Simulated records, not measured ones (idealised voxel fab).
This is a process module. Its name is voxel transistor to metal.
The width of the displayed cross-section, cut, is 160 nm; its cells are square, with a size of 5 nm.
Cross-section format: a grid of square cells, given as bands from top to bottom; each band is one or more rows of cells.
A band entry consists of two parts. The first gives the height of the band's top and the height of its bottom, in nm. The rest lists the band's materials from left to right, each with its width in nm. A single material labelled with the word "throughout" fills the band from edge to edge, and the word "blank" marks empty space.
Height is counted from the level 0, under which the received wafer is composed throughout of one material. The lowest of the bands is not closed at the bottom but continues downward, in the notation "top 0, no bottom".
The expression "30 to 40" gives the width at the extremes of the band, the first number at its top row of cells and the second at its bottom row, with the width changing by equal amounts from each row to the next in between.
"no change", as given for a step, is the statement that not any cell of the cross-section underwent a change during that step.
Empty spaces counting at least 8 cells and having no open way to the top are listed in "Closed void catalog". The notation width x height at distance is used for each, the distance being from the left edge and all three values in nm.
Step line, after settings: the simulator's comment on this step.
The optional step-line setting "overlay nm" applies to steps with a mask and quantifies how far to the right of its planned location the mask lay, a negative value indicating leftward placement.
Each pair below shows a cross-section before one step and the cross-section after it, down to the lowest band that changed. The line under each pair gives the step between them, with its settings. The pairs can come from different runs of this module on the same starting wafer, so a pair continues from the pair above only where its "State before step" says so.

# State before step
    top 50, bottom 40 | 75 nm SiN, 5 nm blank, 80 nm SiN
    top 40, bottom 25 | 60 nm SiCN, 5 nm SiO2, 10 nm SiN, 5 nm blank, 10 nm SiN, 5 nm SiO2, 65 nm SiCN
    top 25, bottom 10 | 60 nm polySi, 5 nm SiO2, 10 nm SiN, 5 nm blank, 10 nm SiN, 5 nm SiO2, 65 nm polySi
    top 10, bottom 0 | 60 nm polySi, 5 nm SiO2, 25 nm SiN, 5 nm SiO2, 65 nm polySi
    top 0, bottom -5 | SiO2 throughout
    top -5, bottom -25 | 20 nm SiO2, 115 nm Si, 25 nm SiO2
    top -25, no bottom | Si throughout
    Closed void catalog: none

# Post-Step Snapshot
    top 40, bottom 25 | 60 nm SiCN, 5 nm SiO2, 10 nm SiN, 5 nm blank, 10 nm SiN, 5 nm SiO2, 65 nm SiCN
    top 25, bottom 0 | 60 nm polySi, 5 nm SiO2, 10 nm SiN, 5 nm blank, 10 nm SiN, 5 nm SiO2, 65 nm polySi
    Under 0: no change, same as before.
    Closed void catalog: none
Looking at the two cross-sections above, the step in the middle is DIRECTIONAL_ETCH, etch materials SiN, depth nm 10

State before step: no separate figure, the pair right above already shows it after its step.

# Post-Step Snapshot
    top 40, bottom 35 | 60 nm SiCN, 5 nm blank, 10 nm SiN, 5 nm blank, 10 nm SiN, 5 nm blank, 65 nm SiCN
    top 35, bottom 25 | 60 nm SiCN, 5 nm SiO2, 10 nm SiN, 5 nm blank, 10 nm SiN, 5 nm SiO2, 65 nm SiCN
    top 25, bottom 0 | 60 nm polySi, 5 nm SiO2, 10 nm SiN, 5 nm blank, 10 nm SiN, 5 nm SiO2, 65 nm polySi
    top 0, bottom -5 | 75 nm SiO2, 5 nm blank, 80 nm SiO2
    Under -5: no change, same as before.
    Closed void catalog: none
Looking at the two cross-sections above, the step in the middle is DIRECTIONAL_ETCH, etch materials SiO2, depth nm 5

State before step: no separate figure, the pair right above already shows it after its step.

# Post-Step Snapshot
    top 40, bottom 35 | 60 nm SiCN, 5 nm blank, 10 nm SiN, 5 nm blank, 10 nm SiN, 5 nm blank, 65 nm SiCN
    top 35, bottom 25 | 60 nm SiCN, 5 nm SiO2, 10 nm SiN, 5 nm blank, 10 nm SiN, 5 nm SiO2, 65 nm SiCN
    top 25, bottom 0 | 60 nm polySi, 5 nm SiO2, 10 nm SiN, 5 nm blank, 10 nm SiN, 5 nm SiO2, 65 nm polySi
    top 0, bottom -5 | 75 nm SiO2, 5 nm SiGe, 80 nm SiO2
    Under -5: no change, same as before.
    Closed void catalog: none
Looking at the two cross-sections above, the step in the middle is EPI, material SiGe, thk nm 5

State before step: no separate figure, the pair right above already shows it after its step.

# Post-Step Snapshot
    top 45, bottom 40 | SiO2 throughout
    top 40, bottom 25 | 60 nm SiCN, 5 nm SiO2, 10 nm SiN, 5 nm SiO2, 10 nm SiN, 5 nm SiO2, 65 nm SiCN
    top 25, bottom 0 | 60 nm polySi, 5 nm SiO2, 10 nm SiN, 5 nm SiO2, 10 nm SiN, 5 nm SiO2, 65 nm polySi
    Under 0: no change, same as before.
    Closed void catalog: none
Looking at the two cross-sections above, the step in the middle is FILL_DEP, material SiO2, thk nm 5

State before step: no separate figure, the pair right above already shows it after its step.

# Post-Step Snapshot
    top 25, bottom 0 | 60 nm polySi, 5 nm SiO2, 10 nm SiN, 5 nm SiO2, 10 nm SiN, 5 nm SiO2, 65 nm polySi
    Under 0: no change, same as before.
    Closed void catalog: none
Looking at the two cross-sections above, the step in the middle is CMP, height nm 25

State before step: no separate figure, the pair right above already shows it after its step.

# Post-Step Snapshot
    top 25, bottom 0 | 60 nm blank, 5 nm SiO2, 10 nm SiN, 5 nm SiO2, 10 nm SiN, 5 nm SiO2, 65 nm blank
    Under 0: no change, same as before.
    Closed void catalog: none
Looking at the two cross-sections above, the step in the middle is STRIP, etch materials polySi

State before step: no separate figure, the pair right above already shows it after its step.

# Post-Step Snapshot
    top 25, bottom 20 | 65 nm blank, 10 nm SiN, 5 nm blank, 10 nm SiN, 70 nm blank
    top 20, bottom 0 | 65 nm blank, 10 nm SiN, 5 nm SiO2, 10 nm SiN, 70 nm blank
    top 0, bottom -5 | 65 nm blank, 10 nm SiO2, 5 nm SiGe, 10 nm SiO2, 70 nm blank
    Under -5: no change, same as before.
    Closed void catalog: none
Looking at the two cross-sections above, the step in the middle is SELECTIVE_ETCH, etch materials SiO2, depth nm 5

State before step: no separate figure, the pair right above already shows it after its step.

# Post-Step Snapshot
    top 30, bottom 25 | 60 nm blank, 35 nm HfO2, 65 nm blank
    top 25, bottom 20 | 60 nm blank, 5 nm HfO2, 10 nm SiN, 5 nm HfO2, 10 nm SiN, 5 nm HfO2, 65 nm blank
    top 20, bottom 0 | 60 nm blank, 5 nm HfO2, 10 nm SiN, 5 nm SiO2, 10 nm SiN, 5 nm HfO2, 65 nm blank
    top 0, bottom -5 | 65 nm HfO2, 10 nm SiO2, 5 nm SiGe, 10 nm SiO2, 70 nm HfO2
    Under -5: no change, same as before.
    Closed void catalog: none
Looking at the two cross-sections above, the step in the middle is CONFORMAL_DEP, material HfO2, thk nm 5

State before step: no separate figure, the pair right above already shows it after its step.

# Post-Step Snapshot
    top 35, bottom 30 | 55 nm blank, 45 nm TiN, 60 nm blank
    top 30, bottom 25 | 55 nm blank, 5 nm TiN, 35 nm HfO2, 5 nm TiN, 60 nm blank
    top 25, bottom 20 | 55 nm blank, 5 nm TiN, 5 nm HfO2, 10 nm SiN, 5 nm HfO2, 10 nm SiN, 5 nm HfO2, 5 nm TiN, 60 nm blank
    top 20, bottom 5 | 55 nm blank, 5 nm TiN, 5 nm HfO2, 10 nm SiN, 5 nm SiO2, 10 nm SiN, 5 nm HfO2, 5 nm TiN, 60 nm blank
    top 5, bottom 0 | 60 nm TiN, 5 nm HfO2, 10 nm SiN, 5 nm SiO2, 10 nm SiN, 5 nm HfO2, 65 nm TiN
    Under 0: no change, same as before.
    Closed void catalog: none
Looking at the two cross-sections above, the step in the middle is CONFORMAL_DEP, material TiN, thk nm 5

State before step: no separate figure, the pair right above already shows it after its step.

# Post-Step Snapshot
    top 45, bottom 35 | W throughout
    top 35, bottom 30 | 55 nm W, 45 nm TiN, 60 nm W
    top 30, bottom 25 | 55 nm W, 5 nm TiN, 35 nm HfO2, 5 nm TiN, 60 nm W
    top 25, bottom 20 | 55 nm W, 5 nm TiN, 5 nm HfO2, 10 nm SiN, 5 nm HfO2, 10 nm SiN, 5 nm HfO2, 5 nm TiN, 60 nm W
    top 20, bottom 5 | 55 nm W, 5 nm TiN, 5 nm HfO2, 10 nm SiN, 5 nm SiO2, 10 nm SiN, 5 nm HfO2, 5 nm TiN, 60 nm W
    Under 5: no change, same as before.
    Closed void catalog: none
Looking at the two cross-sections above, the step in the middle is FILL_DEP, material W, thk nm 10

State before step: no separate figure, the pair right above already shows it after its step.

# Post-Step Snapshot
    top 20, bottom 5 | 55 nm W, 5 nm TiN, 5 nm HfO2, 10 nm SiN, 5 nm SiO2, 10 nm SiN, 5 nm HfO2, 5 nm TiN, 60 nm W
    Under 5: no change, same as before.
    Closed void catalog: none
Looking at the two cross-sections above, the step in the middle is CMP, height nm 20

State before step: no separate figure, the pair right above already shows it after its step.

# Post-Step Snapshot
    top 35, bottom 20 | SiO2 throughout
    Under 20: no change, same as before.
    Closed void catalog: none
Looking at the two cross-sections above, the step in the middle is DIRECTIONAL_DEP, material SiO2, thk nm 15

State before step: no separate figure, the pair right above already shows it after its step.

# Post-Step Snapshot
    top 35, bottom 20 | 25 nm SiO2, 20 nm blank, 65 nm SiO2, 20 nm blank, 30 nm SiO2
    Under 20: no change, same as before.
    Closed void catalog: none
Looking at the two cross-sections above, the step in the middle is MASKED_ETCH, tone open, mask id CONTACT, width nm 20, pitch nm 85, etch materials SiO2, depth nm 35, overlay nm 0

State before step: no separate figure, the pair right above already shows it after its step.

# Post-Step Snapshot
    top 40, bottom 35 | 30 nm TiN, 10 nm blank, 75 nm TiN, 10 nm blank, 35 nm TiN
    top 35, bottom 25 | 25 nm SiO2, 5 nm TiN, 10 nm blank, 5 nm TiN, 65 nm SiO2, 5 nm TiN, 10 nm blank, 5 nm TiN, 30 nm SiO2
    top 25, bottom 20 | 25 nm SiO2, 20 nm TiN, 65 nm SiO2, 20 nm TiN, 30 nm SiO2
    Under 20: no change, same as before.
    Closed void catalog: none
Looking at the two cross-sections above, the step in the middle is CONFORMAL_DEP, material TiN, thk nm 5

State before step: no separate figure, the pair right above already shows it after its step.

# Post-Step Snapshot
    top 45, bottom 40 | Ru throughout
    top 40, bottom 35 | 30 nm TiN, 10 nm Ru, 75 nm TiN, 10 nm Ru, 35 nm TiN
    top 35, bottom 25 | 25 nm SiO2, 5 nm TiN, 10 nm Ru, 5 nm TiN, 65 nm SiO2, 5 nm TiN, 10 nm Ru, 5 nm TiN, 30 nm SiO2
    Under 25: no change, same as before.
    Closed void catalog: none
Looking at the two cross-sections above, the step in the middle is FILL_DEP, material Ru, thk nm 5

State before step: no separate figure, the pair right above already shows it after its step.

# Post-Step Snapshot
    top 35, bottom 25 | 25 nm SiO2, 5 nm TiN, 10 nm Ru, 5 nm TiN, 65 nm SiO2, 5 nm TiN, 10 nm Ru, 5 nm TiN, 30 nm SiO2
    Under 25: no change, same as before.
    Closed void catalog: none
Looking at the two cross-sections above, the step in the middle is CMP, height nm 35

State before step: no separate figure, the pair right above already shows it after its step.

# Post-Step Snapshot
    top 40, bottom 35 | SiCN throughout
    Under 35: no change, same as before.
    Closed void catalog: none
Looking at the two cross-sections above, the step in the middle is CONFORMAL_DEP, material SiCN, thk nm 5

State before step: no separate figure, the pair right above already shows it after its step.

# Post-Step Snapshot
    top 60, bottom 40 | SiO2 throughout
    Under 40: no change, same as before.
    Closed void catalog: none
Looking at the two cross-sections above, the step in the middle is DIRECTIONAL_DEP, material SiO2, thk nm 20

State before step: no separate figure, the pair right above already shows it after its step.

# Post-Step Snapshot
    top 70, bottom 60 | aC throughout
    Under 60: no change, same as before.
    Closed void catalog: none
Looking at the two cross-sections above, the step in the middle is DIRECTIONAL_DEP, material aC, thk nm 10

State before step: no separate figure, the pair right above already shows it after its step.

# Post-Step Snapshot
    top 95, bottom 70 | 25 nm resist, 20 nm blank, 65 nm resist, 20 nm blank, 30 nm resist
    Under 70: no change, same as before.
    Closed void catalog: none
Looking at the two cross-sections above, the step in the middle is PATTERN, tone open, mask id METAL_1, material resist, width nm 20, pitch nm 85, thk nm 25, overlay nm 0

State before step: no separate figure, the pair right above already shows it after its step.

# Post-Step Snapshot
    top 85, bottom 70 | 25 nm resist, 20 nm blank, 65 nm resist, 20 nm blank, 30 nm resist
    top 70, bottom 60 | 25 nm aC, 20 nm blank, 65 nm aC, 20 nm blank, 30 nm aC
    Under 60: no change, same as before.
    Closed void catalog: none
Looking at the two cross-sections above, the step in the middle is DIRECTIONAL_ETCH, etch materials aC, depth nm 10

State before step: no separate figure, the pair right above already shows it after its step.

# Post-Step Snapshot
    top 70, bottom 60 | 25 nm aC, 20 nm blank, 65 nm aC, 20 nm blank, 30 nm aC
    Under 60: no change, same as before.
    Closed void catalog: none
Looking at the two cross-sections above, the step in the middle is STRIP, etch materials resist

State before step: no separate figure, the pair right above already shows it after its step.

# Post-Step Snapshot
    top 70, bottom 60 | 25 nm aC, 20 nm blank, 65 nm aC, 20 nm blank, 30 nm aC
    top 60, bottom 40 | 25 nm SiO2, 20 nm blank, 65 nm SiO2, 20 nm blank, 30 nm SiO2
    Under 40: no change, same as before.
    Closed void catalog: none
Looking at the two cross-sections above, the step in the middle is DIRECTIONAL_ETCH, etch materials SiO2, depth nm 20

State before step: no separate figure, the pair right above already shows it after its step.

# Post-Step Snapshot
    top 70, bottom 60 | 25 nm aC, 20 nm blank, 65 nm aC, 20 nm blank, 30 nm aC
    top 60, bottom 40 | 25 nm SiO2, 20 nm blank, 65 nm SiO2, 20 nm blank, 30 nm SiO2
    top 40, bottom 35 | 25 nm SiCN, 20 nm blank, 65 nm SiCN, 20 nm blank, 30 nm SiCN
    Under 35: no change, same as before.
    Closed void catalog: none
Looking at the two cross-sections above, the step in the middle is DIRECTIONAL_ETCH, etch materials SiCN, depth nm 5

State before step: no separate figure, the pair right above already shows it after its step.

# Post-Step Snapshot
    top 60, bottom 40 | 25 nm SiO2, 20 nm blank, 65 nm SiO2, 20 nm blank, 30 nm SiO2
    Under 40: no change, same as before.
    Closed void catalog: none
Looking at the two cross-sections above, the step in the middle is STRIP, etch materials aC

State before step: no separate figure, the pair right above already shows it after its step.

# Post-Step Snapshot
    top 65, bottom 60 | 30 nm TiN, 10 nm blank, 75 nm TiN, 10 nm blank, 35 nm TiN
    top 60, bottom 40 | 25 nm SiO2, 5 nm TiN, 10 nm blank, 5 nm TiN, 65 nm SiO2, 5 nm TiN, 10 nm blank, 5 nm TiN, 30 nm SiO2
    top 40, bottom 35 | 25 nm SiCN, 20 nm TiN, 65 nm SiCN, 20 nm TiN, 30 nm SiCN
    Under 35: no change, same as before.
    Closed void catalog: none
Looking at the two cross-sections above, the step in the middle is CONFORMAL_DEP, material TiN, thk nm 5

State before step: no separate figure, the pair right above already shows it after its step.

# Post-Step Snapshot
    top 70, bottom 65 | Cu throughout
    top 65, bottom 60 | 30 nm TiN, 10 nm Cu, 75 nm TiN, 10 nm Cu, 35 nm TiN
    top 60, bottom 40 | 25 nm SiO2, 5 nm TiN, 10 nm Cu, 5 nm TiN, 65 nm SiO2, 5 nm TiN, 10 nm Cu, 5 nm TiN, 30 nm SiO2
    Under 40: no change, same as before.
    Closed void catalog: none
Looking at the two cross-sections above, the step in the middle is FILL_DEP, material Cu, thk nm 5

State before step: no separate figure, the pair right above already shows it after its step.

# Post-Step Snapshot
    top 60, bottom 40 | 25 nm SiO2, 5 nm TiN, 10 nm Cu, 5 nm TiN, 65 nm SiO2, 5 nm TiN, 10 nm Cu, 5 nm TiN, 30 nm SiO2
    Under 40: no change, same as before.
    Closed void catalog: none
Looking at the two cross-sections above, the step in the middle is CMP, height nm 60

State before step: no separate figure, the pair right above already shows it after its step.

# Post-Step Snapshot
    top 65, bottom 60 | SiCN throughout
    Under 60: no change, same as before.
    Closed void catalog: none
Looking at the two cross-sections above, the step in the middle is CONFORMAL_DEP, material SiCN, thk nm 5

State before step: no separate figure, the pair right above already shows it after its step.

# Post-Step Snapshot
    top 90, bottom 65 | lowk throughout
    Under 65: no change, same as before.
    Closed void catalog: none
Looking at the two cross-sections above, the step in the middle is DIRECTIONAL_DEP, material lowk, thk nm 25

State before step: no separate figure, the pair right above already shows it after its step.

# Post-Step Snapshot
    top 110, bottom 90 | 25 nm resist, 20 nm blank, 65 nm resist, 20 nm blank, 30 nm resist
    Under 90: no change, same as before.
    Closed void catalog: none
Looking at the two cross-sections above, the step in the middle is PATTERN, tone open, mask id METAL_2, material resist, width nm 20, pitch nm 85, thk nm 20, overlay nm 0

State before step: no separate figure, the pair right above already shows it after its step.

# Post-Step Snapshot
    top 110, bottom 90 | 25 nm resist, 20 nm blank, 65 nm resist, 20 nm blank, 30 nm resist
    top 90, bottom 75 | 25 nm lowk, 20 nm blank, 65 nm lowk, 20 nm blank, 30 nm lowk
    Under 75: no change, same as before.
    Closed void catalog: none
Looking at the two cross-sections above, the step in the middle is DIRECTIONAL_ETCH, etch materials lowk, depth nm 15

State before step: no separate figure, the pair right above already shows it after its step.

# Post-Step Snapshot
    top 90, bottom 75 | 25 nm lowk, 20 nm blank, 65 nm lowk, 20 nm blank, 30 nm lowk
    Under 75: no change, same as before.
    Closed void catalog: none
Looking at the two cross-sections above, the step in the middle is STRIP, etch materials resist

State before step: no separate figure, the pair right above already shows it after its step.

# Post-Step Snapshot
    top 90, bottom 75 | 25 nm lowk, 20 nm blank, 65 nm lowk, 20 nm blank, 30 nm lowk
    top 75, bottom 65 | 25 nm lowk, 15 nm blank, 70 nm lowk, 15 nm blank, 35 nm lowk
    Under 65: no change, same as before.
    Closed void catalog: none
Looking at the two cross-sections above, the step in the middle is MASKED_ETCH, tone open, mask id METAL_2_HOLES, width nm 15, pitch nm 85, etch materials lowk, depth nm 10, overlay nm 0

State before step: no separate figure, the pair right above already shows it after its step.

# Post-Step Snapshot
    top 90, bottom 75 | 25 nm lowk, 20 nm blank, 65 nm lowk, 20 nm blank, 30 nm lowk
    top 75, bottom 65 | 25 nm lowk, 15 nm blank, 70 nm lowk, 15 nm blank, 35 nm lowk
    top 65, bottom 60 | 25 nm SiCN, 15 nm blank, 70 nm SiCN, 15 nm blank, 35 nm SiCN
    Under 60: no change, same as before.
    Closed void catalog: none
Looking at the two cross-sections above, the step in the middle is MASKED_ETCH, tone open, mask id METAL_2_HOLES, width nm 15, pitch nm 85, etch materials SiCN, depth nm 5, overlay nm 0

State before step: no separate figure, the pair right above already shows it after its step.

# Post-Step Snapshot
    top 95, bottom 90 | 30 nm TiN, 10 nm blank, 75 nm TiN, 10 nm blank, 35 nm TiN
    top 90, bottom 80 | 25 nm lowk, 5 nm TiN, 10 nm blank, 5 nm TiN, 65 nm lowk, 5 nm TiN, 10 nm blank, 5 nm TiN, 30 nm lowk
    top 80, bottom 75 | 25 nm lowk, 5 nm TiN, 5 nm blank, 10 nm TiN, 65 nm lowk, 5 nm TiN, 5 nm blank, 10 nm TiN, 30 nm lowk
    top 75, bottom 65 | 25 nm lowk, 5 nm TiN, 5 nm blank, 5 nm TiN, 70 nm lowk, 5 nm TiN, 5 nm blank, 5 nm TiN, 35 nm lowk
    top 65, bottom 60 | 25 nm SiCN, 15 nm TiN, 70 nm SiCN, 15 nm TiN, 35 nm SiCN
    Under 60: no change, same as before.
    Closed void catalog: none
Looking at the two cross-sections above, the step in the middle is CONFORMAL_DEP, material TiN, thk nm 5

State before step: no separate figure, the pair right above already shows it after its step.

# Post-Step Snapshot
    top 105, bottom 95 | Cu throughout
    top 95, bottom 90 | 30 nm TiN, 10 nm Cu, 75 nm TiN, 10 nm Cu, 35 nm TiN
    top 90, bottom 80 | 25 nm lowk, 5 nm TiN, 10 nm Cu, 5 nm TiN, 65 nm lowk, 5 nm TiN, 10 nm Cu, 5 nm TiN, 30 nm lowk
    top 80, bottom 75 | 25 nm lowk, 5 nm TiN, 5 nm Cu, 10 nm TiN, 65 nm lowk, 5 nm TiN, 5 nm Cu, 10 nm TiN, 30 nm lowk
    top 75, bottom 65 | 25 nm lowk, 5 nm TiN, 5 nm Cu, 5 nm TiN, 70 nm lowk, 5 nm TiN, 5 nm Cu, 5 nm TiN, 35 nm lowk
    Under 65: no change, same as before.
    Closed void catalog: none
Looking at the two cross-sections above, the step in the middle is FILL_DEP, material Cu, thk nm 10

State before step: no separate figure, the pair right above already shows it after its step.

# Post-Step Snapshot
    top 90, bottom 80 | 25 nm lowk, 5 nm TiN, 10 nm Cu, 5 nm TiN, 65 nm lowk, 5 nm TiN, 10 nm Cu, 5 nm TiN, 30 nm lowk
    Under 80: no change, same as before.
    Closed void catalog: none
Looking at the two cross-sections above, the step in the middle is CMP, height nm 90

State before step: no separate figure, the pair right above already shows it after its step.

# Post-Step Snapshot
    top 95, bottom 90 | SiN throughout
    Under 90: no change, same as before.
    Closed void catalog: none
Looking at the two cross-sections above, the step in the middle is CONFORMAL_DEP, material SiN, thk nm 5
